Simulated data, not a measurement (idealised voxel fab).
Title: Process Module voxel double patterning
FYI the section here is cut, 235 nm wide, cells are 5 nm squares.
A cross-section is written here as square cells arranged in a grid, and it is given in bands from the top down, each band taking up one or more rows of cells.
The band entry comprises the height of the band's top followed by the height of its bottom, expressed in nm, and subsequently the band's materials from left to right, each stated together with its width in nm. Where a single material is marked with the word "throughout", that material fills the band from edge to edge. The word "air" represents empty space.
All heights in this document are referenced to 0, defined as the level beneath which the wafer, as received, consists entirely of one material. The lowest band is not bounded below; it extends indefinitely downward and is written in the form "0 -> down".
Read "30..40" as a graded width: first number on top, second number at the bottom, same change between each pair of neighbouring rows.
When a step is marked "nothing changed", none of the cells in the cross-section changed during that step.
This entry, "Sealed internal voids", enumerates those empty regions of no fewer than 8 cells that possess no open connection to the top. Each region is reported in the form width x height at distance, the distance being taken from the left edge, with all three quantities expressed in nm.
On a step's line, text after the settings is the simulator commenting on that step.
If you see "overlay nm" on a step's line and that step has a mask, it's telling you how far right of where it was planned the mask ended up; a negative number means it went left instead.
Process steps - plan:
step 1: RECEIVE with material Si
step 2: CONFORMAL_DEP with material SiO2, thk nm 10
step 3: DIRECTIONAL_DEP with material W, thk nm 15
step 4: DIRECTIONAL_DEP with material SiN, thk nm 10
step 5: MASKED_ETCH with tone open, mask id FIRST, width nm 15, pitch nm 50, etch materials SiN, depth nm 10, overlay nm 0
step 6: DIRECTIONAL_DEP with material aC, thk nm 15
step 7: PATTERN with tone open, mask id SECOND, material resist, width nm 15, pitch nm 50, thk nm 35, overlay nm 0
step 8: DIRECTIONAL_ETCH with etch materials aC, depth nm 15
step 9: STRIP with etch materials resist
step 10: DIRECTIONAL_ETCH with etch materials SiN, depth nm 10
step 11: STRIP with etch materials aC
step 12: DIRECTIONAL_ETCH with etch materials W, depth nm 15
step 13: STRIP with etch materials SiN
Cross-section: wafer on arrival = after step 1:
	0 -> down: Si throughout
	Sealed internal voids: none
The following cross-section depicts the wafer upon conclusion of the module. Processing commenced from the starting condition illustrated above and adhered to the plan illustrated above, save for one mistake in execution:
	25 -> 15: SiO2 throughout
	15 -> 0: W throughout
	0 -> down: Si throughout
	Sealed internal voids: none
Misprocessing identified: deviation from plan: step 3 and step 2 executed in one another's positions
